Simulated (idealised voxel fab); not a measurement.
process module | voxel lift off
cross-section cut | 215 nm wide | cells 5 nm
A cross-section is a grid of square cells, given in bands from the top down. A band is one or more rows of cells.
Each band's line starts with the height of the band's top and of its bottom, in nm. Then come its materials from left to right, each with its width in nm. One material with "throughout" fills the band from edge to edge. "air" is empty space.
Height 0 is the level under which the wafer as received is all one material. The lowest band goes on downwards, as in "0 down".
A width such as "30 to 40" changes by the same amount from each row of cells to the next, from the band's top row to its bottom row.
"no change" after a step means that no cell of the cross-section changed.
closed voids: empty space of 8 cells or more with no open way to the top, each as width x height at its distance from the left edge, in nm
after a step's settings: what the simulator itself notes on the step
overlay nm, on a step with a mask: how far to the right of its planned place the mask lay; to the left if negative
plan
1 op RECEIVE | material Si
2 op CONFORMAL_DEP | material SiN | thk nm 5
3 op PATTERN | tone open | mask id LINES | material resist | width nm 20 | pitch nm 45 | thk nm 20 | overlay nm 0
4 op DIRECTIONAL_DEP | material Ru | thk nm 5
5 op STRIP | etch materials resist
6 op CONFORMAL_DEP | material SiCN | thk nm 5
as received, after step 1
  0 down: Si throughout
  closed voids: none
a wafer at the end: this start, this plan, one mistake
  10 to 5: air 45 | SiCN 30 | air 15 | SiCN 30 | air 15 | SiCN 30 | air 50
  5 to 0: SiCN 50 | Ru 20 | SiCN 25 | Ru 20 | SiCN 25 | Ru 20 | SiCN 55
  0 down: Si throughout
  closed voids: none
what went wrong: step 2 was left out
